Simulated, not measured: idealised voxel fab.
Herein follows the process module entitled voxel capacitor over wiring.
Xsec cut, 250 nm wide, square cell size 5 nm.
This document writes a cross-section as a grid whose cells are square, and gives it as bands, listed from the top down; one or more rows of cells form a band.
Heads up on the band format: heights come first, top then bottom, in nm. After that it's the materials left to right, each with its width in nm. A single material flagged "all across" fills the whole band edge to edge, and "air" means there's empty space there.
Basically, 0 is our baseline, since under it the wafer straight out of the box is all one material. The bottom band has no lower end and keeps on going down, so it looks like "0 nm and below".
A two-number width, for instance "30..40", indicates that the width is equal to the first number in the top row of the band and to the second number in the bottom row, and that it changes by a constant amount per row of cells.
Key: "no alterations made" - step with no changed cell in the cross-section.
Heads up: "Closed empty spaces" only lists the empty pockets with no open path to the top that are 8 cells or more, and it writes them as width x height at distance, distance from the left edge, in nm.
What comes after the settings on a step's line is commentary from the simulator itself on that step.
overlay nm: for a step with a mask, the amount by which the mask lay right of where it was planned; a negative amount means left of it.
### These are the steps we planned for the process
1: op RECEIVE | material Si
2: op CONFORMAL_DEP | material SiO2 | thk nm 15
3: op CONFORMAL_DEP | material SiCN | thk nm 5
4: op DIRECTIONAL_DEP | material lowk | thk nm 15
5: op DIRECTIONAL_DEP | material aC | thk nm 15
6: op PATTERN | tone open | mask id METAL_1 | material resist | width nm 30 | pitch nm 90 | thk nm 30 | overlay nm 0
7: op DIRECTIONAL_ETCH | etch materials aC | depth nm 15
8: op STRIP | etch materials resist
9: op DIRECTIONAL_ETCH | etch materials lowk | depth nm 15
10: op DIRECTIONAL_ETCH | etch materials SiCN | depth nm 5
11: op STRIP | etch materials aC
12: op CONFORMAL_DEP | material TiN | thk nm 5
13: op FILL_DEP | material Cu | thk nm 10
14: op CMP | height nm 35
15: op CONFORMAL_DEP | material SiCN | thk nm 5
16: op DIRECTIONAL_DEP | material SiO2 | thk nm 15
17: op MASKED_ETCH | tone open | mask id PLUG_1 | width nm 15 | etch materials SiO2 | depth nm 15 | overlay nm 0
18: op MASKED_ETCH | tone open | mask id PLUG_1 | width nm 15 | etch materials SiCN | depth nm 5 | overlay nm 0
19: op EPI | material Ru | thk nm 10
20: op EPI | material Ru | thk nm 10
21: op DIRECTIONAL_DEP | material TiN | thk nm 10
22: op DIRECTIONAL_DEP | material Al2O3 | thk nm 5
23: op DIRECTIONAL_DEP | material TiN | thk nm 10
24: op MASKED_ETCH | tone cover | mask id UPPER_PLATE | width nm 65 | etch materials TiN | depth nm 10 | overlay nm 0
25: op MASKED_ETCH | tone cover | mask id UPPER_PLATE | width nm 65 | etch materials Al2O3 | depth nm 5 | overlay nm 0
26: op PATTERN | tone cover | mask id LOWER_PLATE | material resist | width nm 75 | thk nm 20 | overlay nm 0
27: op DIRECTIONAL_ETCH | etch materials TiN | depth nm 10
28: op STRIP | etch materials resist
29: op FILL_DEP | material SiO2 | thk nm 15
30: op CMP | height nm 90
31: op PATTERN | tone open | mask id PLUG_2 | material resist | width nm 15 | thk nm 15 | overlay nm 0
32: op DIRECTIONAL_ETCH | etch materials SiO2 | depth nm 10
33: op STRIP | etch materials resist
34: op CONFORMAL_DEP | material TiN | thk nm 5
35: op FILL_DEP | material Ru | thk nm 5
36: op CMP | height nm 90
37: op CONFORMAL_DEP | material SiCN | thk nm 5
### Cross-section of the wafer at receipt, which is the condition after step 1
0 nm and below: Si all across
Closed empty spaces: none
### The following cross-section depicts the wafer upon conclusion of the module. Processing commenced from the starting condition illustrated above and adhered to the plan illustrated above, save for one mistake in execution
95 nm to 90 nm: SiCN all across
90 nm to 85 nm: SiO2: 90 / TiN: 5 / Ru: 5 / TiN: 5 / SiO2: 145
85 nm to 80 nm: SiO2: 90 / TiN: 15 / SiO2: 145
80 nm to 70 nm: SiO2: 95 / TiN: 50 / SiO2: 105
70 nm to 65 nm: SiO2: 95 / Al2O3: 50 / SiO2: 105
65 nm to 60 nm: SiO2: 75 / TiN: 5 / SiO2: 15 / TiN: 55 / SiO2: 100
60 nm to 50 nm: SiO2: 75..80 / TiN: 75..15 / SiO2: 100..155
50 nm to 45 nm: SiO2: 80 / Al2O3: 15 / SiO2: 155
45 nm to 40 nm: SiO2: 80 / TiN: 15 / SiO2: 155
40 nm to 35 nm: SiCN: 80 / TiN: 15 / SiCN: 155
35 nm to 20 nm: Cu: 60 / TiN: 5 / lowk: 30 / TiN: 5 / Cu: 50 / TiN: 5 / lowk: 30 / TiN: 5 / Cu: 60
20 nm to 15 nm: TiN: 65 / SiCN: 30 / TiN: 60 / SiCN: 30 / TiN: 65
15 nm to 0 nm: SiO2 all across
0 nm and below: Si all across
Closed empty spaces: none
The plan and the run diverged here: the process deviated at step 6: the operation and settings actually run there were op PATTERN | tone cover | mask id METAL_1 | material resist | width nm 30 | pitch nm 90 | thk nm 30 | overlay nm 0
